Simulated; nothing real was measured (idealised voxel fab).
This is a process module. Its name is voxel transistor to metal.
FYI the section here is cut, 215 nm wide, cells are 5 nm squares.
Throughout this document, each cross-section is represented as a grid of square cells and is presented as a sequence of bands enumerated from the top downward, where a band comprises one or more rows of cells.
First you get the band's top height and its bottom height, in nm, and then the materials it's made of, left to right, with each width in nm. If you see a single material with "edge to edge", that one covers the band edge to edge. "air" is empty space.
We count height from 0. Below that, the starting wafer is all one material. The lowest band never ends at the bottom but goes on down; see "0..down" for how that is written.
The expression "30 to 40" gives the width at the extremes of the band, the first number at its top row of cells and the second at its bottom row, with the width changing by equal amounts from each row to the next in between.
Where a step carries "everything unchanged", the cross-section came out of it unchanged, cell for cell.
"Closed void listing" means: voids of 8 cells or more that are shut off from the top with no open way through. Written width x height at distance, distance from the left edge, in nm.
Anything after a step's settings on that line? It's the simulator's own note about the step.
The optional step-line setting "overlay nm" applies to steps with a mask and quantifies how far to the right of its planned location the mask lay, a negative value indicating leftward placement.
plan:
- 1: op RECEIVE | material Si
- 2: op OXIDIZE | depth nm 5
- 3: op CONFORMAL_DEP | material SiN | thk nm 15
- 4: op MASKED_ETCH | tone cover | mask id ACTIVE | width nm 105 | etch materials SiN | depth nm 15 | overlay nm -15
- 5: op MASKED_ETCH | tone cover | mask id ACTIVE | width nm 105 | etch materials SiO2 | depth nm 5 | overlay nm 0
- 6: op MASKED_ETCH | tone cover | mask id ACTIVE | width nm 105 | etch materials Si | depth nm 25 | overlay nm 0
- 7: op OXIDIZE | depth nm 5
- 8: op FILL_DEP | material SiO2 | thk nm 15
- 9: op CMP | height nm 15
- 10: op SELECTIVE_ETCH | etch materials SiO2 | depth nm 10
- 11: op STRIP | etch materials SiN
- 12: op SELECTIVE_ETCH | etch materials SiO2 | depth nm 5
- 13: op OXIDIZE | depth nm 5
- 14: op DIRECTIONAL_DEP | material polySi | thk nm 25
- 15: op DIRECTIONAL_DEP | material SiCN | thk nm 10
- 16: op PATTERN | tone cover | mask id GATE | material resist | width nm 15 | thk nm 15 | overlay nm 0
- 17: op DIRECTIONAL_ETCH | etch materials SiCN | depth nm 20
- 18: op DIRECTIONAL_ETCH | etch materials polySi | depth nm 35
- 19: op STRIP | etch materials resist
- 20: op CONFORMAL_DEP | material SiO2 | thk nm 5
- 21: op DIRECTIONAL_ETCH | etch materials SiO2 | depth nm 5
- 22: op CONFORMAL_DEP | material SiN | thk nm 10
- 23: op DIRECTIONAL_ETCH | etch materials SiN | depth nm 10
- 24: op DIRECTIONAL_ETCH | etch materials SiO2 | depth nm 5
- 25: op DIRECTIONAL_ETCH | etch materials Si | depth nm 5
- 26: op EPI | material nSi | thk nm 10
- 27: op FILL_DEP | material SiO2 | thk nm 10
- 28: op CMP | height nm 30
- 29: op DIRECTIONAL_DEP | material SiO2 | thk nm 10
- 30: op MASKED_ETCH | tone open | mask id CONTACT | width nm 20 | pitch nm 75 | etch materials SiO2 | depth nm 40 | overlay nm 0
- 31: op CONFORMAL_DEP | material TiN | thk nm 5
- 32: op FILL_DEP | material W | thk nm 10
- 33: op CMP | height nm 40
- 34: op DIRECTIONAL_DEP | material TiN | thk nm 5
- 35: op DIRECTIONAL_DEP | material W | thk nm 15
- 36: op MASKED_ETCH | tone cover | mask id METAL_1 | width nm 20 | pitch nm 75 | etch materials W | depth nm 15 | overlay nm 0
- 37: op MASKED_ETCH | tone cover | mask id METAL_1 | width nm 20 | pitch nm 75 | etch materials TiN | depth nm 5 | overlay nm 0
- 38: op CONFORMAL_DEP | material SiN | thk nm 5
- 39: op FILL_DEP | material lowk | thk nm 10
- 40: op CMP | height nm 60
- 41: op CONFORMAL_DEP | material SiCN | thk nm 5
- 42: op DIRECTIONAL_DEP | material SiO2 | thk nm 35
- 43: op PATTERN | tone open | mask id METAL_2_HOLES | material resist | width nm 15 | pitch nm 75 | thk nm 20 | overlay nm 0
- 44: op DIRECTIONAL_ETCH | etch materials SiO2 | depth nm 35
- 45: op STRIP | etch materials resist
- 46: op DIRECTIONAL_DEP | material aC | thk nm 15
- 47: op PATTERN | tone open | mask id METAL_2 | material resist | width nm 20 | pitch nm 75 | thk nm 30 | overlay nm 0
- 48: op DIRECTIONAL_ETCH | etch materials aC | depth nm 15
- 49: op STRIP | etch materials resist
- 50: op DIRECTIONAL_ETCH | etch materials SiO2 | depth nm 20
- 51: op DIRECTIONAL_ETCH | etch materials SiCN | depth nm 5
- 52: op STRIP | etch materials aC
- 53: op CONFORMAL_DEP | material TiN | thk nm 5
- 54: op FILL_DEP | material Ru | thk nm 10
- 55: op CMP | height nm 100
- 56: op CONFORMAL_DEP | material SiN | thk nm 5
varied across the wafers: overlay nm of step 4. The plan shows the first wafer's value. All wafers start alike
Sectional view: first of several wafers, as received, after step 1:
> 0..down | Si edge to edge
> Closed void listing: none
Note: the following table is arranged by wafer, a row apiece. Each row reports the end-of-module state: per material, cells gained (+) or cells lost (-) compared with the wafer as received; closed voids follow:
overlay nm -15 | +20 Ru | -199 Si | +43 SiCN | +122 SiN | +656 SiO2 | +80 TiN | +52 W | +93 lowk | +21 nSi | +15 polySi | Closed void listing: none
overlay nm -10 | +20 Ru | -204 Si | +43 SiCN | +122 SiN | +660 SiO2 | +80 TiN | +52 W | +93 lowk | +22 nSi | +15 polySi | Closed void listing: none
overlay nm -5 | +20 Ru | -209 Si | +43 SiCN | +122 SiN | +664 SiO2 | +80 TiN | +52 W | +93 lowk | +23 nSi | +15 polySi | Closed void listing: none
overlay nm 0 | +20 Ru | -214 Si | +43 SiCN | +122 SiN | +668 SiO2 | +80 TiN | +52 W | +93 lowk | +24 nSi | +15 polySi | Closed void listing: none
overlay nm 5 | +20 Ru | -209 Si | +43 SiCN | +122 SiN | +664 SiO2 | +80 TiN | +52 W | +93 lowk | +23 nSi | +15 polySi | Closed void listing: none
overlay nm 10 | +20 Ru | -204 Si | +43 SiCN | +122 SiN | +660 SiO2 | +80 TiN | +52 W | +93 lowk | +22 nSi | +15 polySi | Closed void listing: none
overlay nm 15 | +20 Ru | -199 Si | +43 SiCN | +122 SiN | +656 SiO2 | +80 TiN | +52 W | +93 lowk | +21 nSi | +15 polySi | Closed void listing: none
